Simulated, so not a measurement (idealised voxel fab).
The process module presented herein is designated voxel ribs on slabs.
Each square cell in cross-section cut measures 5 nm, and the section as a whole is 170 nm wide.
In this document a cross-section is written as a grid of square cells. It is given as a series of bands, listed from the top down, and a band is one or more rows of cells. This entry defines a band. It first specifies the height of the band's top and the height of its bottom in nm, and then specifies the band's materials from left to right, stating each material with its width in nm. The word "all across" identifies a single material that fills the band from edge to edge, while the word "air" identifies empty space. Below 0: as-received wafer, all one material; heights counted from there. Lowest band: no bottom, goes on down, written "z 0 and below". Quick explanation for "30->40": the width changes in equal steps down the rows of cells, from the first number in the band's top row to the second number in its bottom row. No cell of the cross-section changed in a step that is given as "no change occurred". The entry titled "Voids, fully enclosed" provides the empty spaces that have no open way to the top, restricted to those of 8 cells or more. Each is presented as width x height at distance, the distance being measured from the left edge, with all three in nm. Text after the settings on a step's line: the simulator's own remark on that step. A step's line can hold "overlay nm"; with a mask on that step, the setting says how far right of the planned place the mask lay, while a negative setting says it lay to the left.
Intended process steps:
1) op RECEIVE | material Si
2) op DIRECTIONAL_DEP | material SiO2 | thk nm 30
3) op DIRECTIONAL_DEP | material SiN | thk nm 15
4) op PATTERN | tone cover | mask id RIB | material resist | width nm 20 | thk nm 15 | overlay nm 0
5) op DIRECTIONAL_ETCH | etch materials SiN | depth nm 10
6) op STRIP | etch materials resist
7) op DIRECTIONAL_DEP | material aC | thk nm 15
8) op PATTERN | tone cover | mask id SLAB | material resist | width nm 70 | thk nm 35 | overlay nm 0
9) op DIRECTIONAL_ETCH | etch materials aC | depth nm 15
10) op STRIP | etch materials resist
11) op DIRECTIONAL_ETCH | etch materials SiN | depth nm 5
12) op STRIP | etch materials aC
13) op FILL_DEP | material SiO2 | thk nm 20
14) op CMP | height nm 55
15) op DIRECTIONAL_DEP | material W | thk nm 10
16) op DIRECTIONAL_DEP | material aC | thk nm 10
17) op PATTERN | tone cover | mask id HEATER | material resist | width nm 30 | thk nm 25 | overlay nm 0
18) op DIRECTIONAL_ETCH | etch materials aC | depth nm 10
19) op STRIP | etch materials resist
20) op DIRECTIONAL_ETCH | etch materials W | depth nm 10
21) op STRIP | etch materials aC
22) op CONFORMAL_DEP | material SiN | thk nm 5
So, the first of our two wafers, run just as we planned it:
As received (post step 1): cross-section:
  z 0 and below  Si all across
  Voids, fully enclosed: none
Cross-sectional representation of the wafer at the conclusion of step 2:
  z 30 to 0  SiO2 all across
  At heights below 0, the structure remains unaltered.
Cross-sectional representation of the wafer at the conclusion of step 3:
  z 45 to 30  SiN all across
  At heights below 30, the structure remains unaltered.
Cross-sectional representation of the wafer at the conclusion of step 4:
  z 60 to 45  air=75 / resist=20 / air=75
  At heights below 45, the structure remains unaltered.
Cross-sectional representation of the wafer at the conclusion of step 5:
  z 60 to 45  air=75 / resist=20 / air=75
  z 45 to 35  air=75 / SiN=20 / air=75
  At heights below 35, the structure remains unaltered.
Cross-sectional representation of the wafer at the conclusion of step 6:
  z 45 to 35  air=75 / SiN=20 / air=75
  At heights below 35, the structure remains unaltered.
Cross-sectional representation of the wafer at the conclusion of step 7:
  z 60 to 50  air=75 / aC=20 / air=75
  z 50 to 45  aC all across
  z 45 to 35  aC=75 / SiN=20 / aC=75
  At heights below 35, the structure remains unaltered.
Cross-sectional representation of the wafer at the conclusion of step 8:
  z 95 to 60  air=50 / resist=70 / air=50
  z 60 to 50  air=50 / resist=25 / aC=20 / resist=25 / air=50
  At heights below 50, the structure remains unaltered.
Cross-sectional representation of the wafer at the conclusion of step 9:
  z 80 to 60  air=50 / resist=70 / air=50
  z 60 to 50  air=50 / resist=25 / aC=20 / resist=25 / air=50
  z 50 to 45  air=50 / aC=70 / air=50
  z 45 to 35  air=50 / aC=25 / SiN=20 / aC=25 / air=50
  At heights below 35, the structure remains unaltered.
Cross-sectional representation of the wafer at the conclusion of step 10:
  z 60 to 50  air=75 / aC=20 / air=75
  At heights below 50, the structure remains unaltered.
Cross-sectional representation of the wafer at the conclusion of step 11:
  z 60 to 50  air=75 / aC=20 / air=75
  z 50 to 45  air=50 / aC=70 / air=50
  z 45 to 35  air=50 / aC=25 / SiN=20 / aC=25 / air=50
  z 35 to 30  air=50 / SiN=70 / air=50
  At heights below 30, the structure remains unaltered.
Cross-sectional representation of the wafer at the conclusion of step 12:
  z 45 to 35  air=75 / SiN=20 / air=75
  At heights below 35, the structure remains unaltered.
Cross-sectional representation of the wafer at the conclusion of step 13:
  z 65 to 45  SiO2 all across
  z 45 to 35  SiO2=75 / SiN=20 / SiO2=75
  z 35 to 30  SiO2=50 / SiN=70 / SiO2=50
  At heights below 30, the structure remains unaltered.
Cross-sectional representation of the wafer at the conclusion of step 14:
  z 55 to 45  SiO2 all across
  At heights below 45, the structure remains unaltered.
Cross-sectional representation of the wafer at the conclusion of step 15:
  z 65 to 55  W all across
  At heights below 55, the structure remains unaltered.
Cross-sectional representation of the wafer at the conclusion of step 16:
  z 75 to 65  aC all across
  At heights below 65, the structure remains unaltered.
Cross-sectional representation of the wafer at the conclusion of step 17:
  z 100 to 75  air=70 / resist=30 / air=70
  At heights below 75, the structure remains unaltered.
Cross-sectional representation of the wafer at the conclusion of step 18:
  z 90 to 75  air=70 / resist=30 / air=70
  z 75 to 65  air=70 / aC=30 / air=70
  At heights below 65, the structure remains unaltered.
Cross-sectional representation of the wafer at the conclusion of step 19:
  z 75 to 65  air=70 / aC=30 / air=70
  At heights below 65, the structure remains unaltered.
Cross-sectional representation of the wafer at the conclusion of step 20:
  z 75 to 65  air=70 / aC=30 / air=70
  z 65 to 55  air=70 / W=30 / air=70
  At heights below 55, the structure remains unaltered.
Cross-sectional representation of the wafer at the conclusion of step 21:
  z 65 to 55  air=70 / W=30 / air=70
  At heights below 55, the structure remains unaltered.
Cross-sectional representation of the wafer at the conclusion of step 22:
  z 70 to 65  air=65 / SiN=40 / air=65
  z 65 to 60  air=65 / SiN=5 / W=30 / SiN=5 / air=65
  z 60 to 55  SiN=70 / W=30 / SiN=70
  At heights below 55, the structure remains unaltered.
Wafer two of two - same starting point, same process plan, one mistake in execution; matches wafer one up to and including step 2:
Second wafer, sectioned view, at step 3's planned end time:
  z 60 to 30  SiN all across
  At heights below 30, the structure remains unaltered.
Second wafer, sectioned view, at step 4's planned end time:
  z 75 to 60  air=75 / resist=20 / air=75
  At heights below 60, the structure remains unaltered.
Second wafer, sectioned view, at step 5's planned end time:
  z 75 to 60  air=75 / resist=20 / air=75
  z 60 to 50  air=75 / SiN=20 / air=75
  At heights below 50, the structure remains unaltered.
Second wafer, sectioned view, at step 6's planned end time:
  z 60 to 50  air=75 / SiN=20 / air=75
  At heights below 50, the structure remains unaltered.
Second wafer, sectioned view, at step 7's planned end time:
  z 75 to 65  air=75 / aC=20 / air=75
  z 65 to 60  aC all across
  z 60 to 50  aC=75 / SiN=20 / aC=75
  At heights below 50, the structure remains unaltered.
Second wafer, sectioned view, at step 8's planned end time:
  z 110 to 75  air=50 / resist=70 / air=50
  z 75 to 65  air=50 / resist=25 / aC=20 / resist=25 / air=50
  At heights below 65, the structure remains unaltered.
Second wafer, sectioned view, at step 9's planned end time:
  z 95 to 75  air=50 / resist=70 / air=50
  z 75 to 65  air=50 / resist=25 / aC=20 / resist=25 / air=50
  z 65 to 60  air=50 / aC=70 / air=50
  z 60 to 50  air=50 / aC=25 / SiN=20 / aC=25 / air=50
  At heights below 50, the structure remains unaltered.
Second wafer, sectioned view, at step 10's planned end time:
  z 75 to 65  air=75 / aC=20 / air=75
  At heights below 65, the structure remains unaltered.
Second wafer, sectioned view, at step 11's planned end time:
  z 75 to 65  air=75 / aC=20 / air=75
  z 65 to 60  air=50 / aC=70 / air=50
  z 60 to 50  air=50 / aC=25 / SiN=20 / aC=25 / air=50
  z 50 to 45  air=50 / SiN=70 / air=50
  At heights below 45, the structure remains unaltered.
Second wafer, sectioned view, at step 12's planned end time:
  z 60 to 50  air=75 / SiN=20 / air=75
  At heights below 50, the structure remains unaltered.
Second wafer, sectioned view, at step 13's planned end time:
  z 80 to 60  SiO2 all across
  z 60 to 50  SiO2=75 / SiN=20 / SiO2=75
  z 50 to 45  SiO2=50 / SiN=70 / SiO2=50
  At heights below 45, the structure remains unaltered.
Second wafer, sectioned view, at step 14's planned end time:
  z 55 to 45  SiO2=75->50 / SiN=20->70 / SiO2=75->50
  At heights below 45, the structure remains unaltered.
Second wafer, sectioned view, at step 15's planned end time:
  z 65 to 55  W all across
  At heights below 55, the structure remains unaltered.
Second wafer, sectioned view, at step 16's planned end time:
  z 75 to 65  aC all across
  At heights below 65, the structure remains unaltered.
Second wafer, sectioned view, at step 17's planned end time:
  z 100 to 75  air=70 / resist=30 / air=70
  At heights below 75, the structure remains unaltered.
Second wafer, sectioned view, at step 18's planned end time:
  z 90 to 75  air=70 / resist=30 / air=70
  z 75 to 65  air=70 / aC=30 / air=70
  At heights below 65, the structure remains unaltered.
Second wafer, sectioned view, at step 19's planned end time:
  z 75 to 65  air=70 / aC=30 / air=70
  At heights below 65, the structure remains unaltered.
Second wafer, sectioned view, at step 20's planned end time:
  z 75 to 65  air=70 / aC=30 / air=70
  z 65 to 55  air=70 / W=30 / air=70
  At heights below 55, the structure remains unaltered.
Second wafer, sectioned view, at step 21's planned end time:
  z 65 to 55  air=70 / W=30 / air=70
  At heights below 55, the structure remains unaltered.
Second wafer, sectioned view, at step 22's planned end time:
  z 70 to 65  air=65 / SiN=40 / air=65
  z 65 to 60  air=65 / SiN=5 / W=30 / SiN=5 / air=65
  z 60 to 55  SiN=70 / W=30 / SiN=70
  At heights below 55, the structure remains unaltered.
What was done differently from what was planned? the plan had its step 3 run twice
Final cells, second wafer relative to first, materials higher or lower: 98 more of SiN | 98 fewer of SiO2
